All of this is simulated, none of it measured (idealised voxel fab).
voxel self aligned vias: a process module
Cross-section cut spans 200 nm and uses square cells 5 nm in size.
A cross-section in this document is a grid of square cells, and it is written down as bands, the top band listed before the ones below it; a band is made up of one or more rows of cells. For a band, the entry starts with two heights in nm, that of the top and then that of the bottom, and carries on with the band's materials in order from left to right, each alongside its width in nm; the word "throughout" beside a single material means it fills the band edge to edge, and "blank" means empty space. Counting heights begins at 0, where everything beneath is, in the wafer as received, one material. The lowest band has no bottom; it goes on downwards, as "from 0 down" shows. Read "30 to 40" as a graded width: first number on top, second number at the bottom, same change between each pair of neighbouring rows. "remained unchanged", as given for a step, is the statement that not any cell of the cross-section underwent a change during that step. Each empty space that has no open way to the top and spans at least 8 cells appears under "Non-vented voids" as width x height at distance, the distance counted from the left edge, all in nm. Where a step's line continues beyond its settings, the continuation is a remark by the simulator itself on that step. You can add "overlay nm" to a step's line. For a step with a mask, it describes how far the mask lay to the right of its planned position, and a negative number describes a lay to the left.
### Process steps - plan
| 1 | RECEIVE | material Si |
| 2 | CONFORMAL_DEP | material SiO2 | thk nm 15 |
| 3 | CONFORMAL_DEP | material SiCN | thk nm 5 |
| 4 | DIRECTIONAL_DEP | material SiO2 | thk nm 20 |
| 5 | DIRECTIONAL_DEP | material aC | thk nm 10 |
| 6 | PATTERN | tone open | mask id LINES | material resist | width nm 20 | pitch nm 65 | thk nm 25 | overlay nm 0 |
| 7 | DIRECTIONAL_ETCH | etch materials aC | depth nm 10 |
| 8 | STRIP | etch materials resist |
| 9 | DIRECTIONAL_ETCH | etch materials SiO2 | depth nm 20 |
| 10 | STRIP | etch materials aC |
| 11 | CONFORMAL_DEP | material TiN | thk nm 5 |
| 12 | FILL_DEP | material Ru | thk nm 5 |
| 13 | CMP | height nm 40 |
| 14 | SELECTIVE_ETCH | etch materials W Ru TiN | depth nm 10 |
| 15 | FILL_DEP | material SiN | thk nm 5 |
| 16 | CMP | height nm 40 |
| 17 | DIRECTIONAL_DEP | material SiO2 | thk nm 20 |
| 18 | PATTERN | tone open | mask id VIAS | material resist | width nm 40 | pitch nm 65 | thk nm 20 | overlay nm 0 |
| 19 | DIRECTIONAL_ETCH | etch materials SiO2 | depth nm 20 |
| 20 | DIRECTIONAL_ETCH | etch materials SiN | depth nm 10 |
| 21 | STRIP | etch materials resist |
| 22 | CONFORMAL_DEP | material TiN | thk nm 5 |
| 23 | FILL_DEP | material W | thk nm 10 |
| 24 | CMP | height nm 60 |
| 25 | CONFORMAL_DEP | material SiN | thk nm 5 |
### As received (post step 1): cross-section
	from 0 down  Si throughout
	Non-vented voids: none
### First of two wafers at the end of the module, shown in cross-section; run carried out as planned
	from 65 to 60  SiN throughout
	from 60 to 45  45 of SiO2, 5 of TiN, 30 of W, 5 of TiN, 25 of SiO2, 5 of TiN, 30 of W, 5 of TiN, 50 of SiO2
	from 45 to 35  45 to 55 of SiO2, 15 to 5 of TiN, 10 of W, 15 to 5 of TiN, 25 to 45 of SiO2, 15 to 5 of TiN, 10 of W, 15 to 5 of TiN, 50 to 60 of SiO2
	from 35 to 30  55 of SiO2, 20 of TiN, 45 of SiO2, 20 of TiN, 60 of SiO2
	from 30 to 25  55 of SiO2, 5 of TiN, 10 of Ru, 5 of TiN, 45 of SiO2, 5 of TiN, 10 of Ru, 5 of TiN, 60 of SiO2
	from 25 to 20  55 of SiO2, 20 of TiN, 45 of SiO2, 20 of TiN, 60 of SiO2
	from 20 to 15  SiCN throughout
	from 15 to 0  SiO2 throughout
	from 0 down  Si throughout
	Non-vented voids: none
### Here is the second of the two wafers cut open at the end of the module - same start, same plan as the first one, but we made one mistake running it
	from 65 to 60  SiN throughout
	from 60 to 45  50 of SiO2, 5 of TiN, 25 of W, 5 of TiN, 30 of SiO2, 5 of TiN, 25 of W, 5 of TiN, 50 of SiO2
	from 45 to 35  50 to 55 of SiO2, 10 to 5 of TiN, 10 of W, 15 to 5 of TiN, 30 to 45 of SiO2, 10 to 5 of TiN, 10 of W, 15 to 5 of TiN, 50 to 60 of SiO2
	from 35 to 30  55 of SiO2, 20 of TiN, 45 of SiO2, 20 of TiN, 60 of SiO2
	from 30 to 25  55 of SiO2, 5 of TiN, 10 of Ru, 5 of TiN, 45 of SiO2, 5 of TiN, 10 of Ru, 5 of TiN, 60 of SiO2
	from 25 to 20  55 of SiO2, 20 of TiN, 45 of SiO2, 20 of TiN, 60 of SiO2
	from 20 to 15  SiCN throughout
	from 15 to 0  SiO2 throughout
	from 0 down  Si throughout
	Non-vented voids: none
Run error: step 18 ran differently from the plan; actual operation with settings: PATTERN | tone open | mask id VIAS | material resist | width nm 35 | pitch nm 65 | thk nm 20 | overlay nm 0
Wrapping up, a cell-based count of both wafers puts the second over or under the first for these materials: +8 SiO2, -2 TiN, -6 W
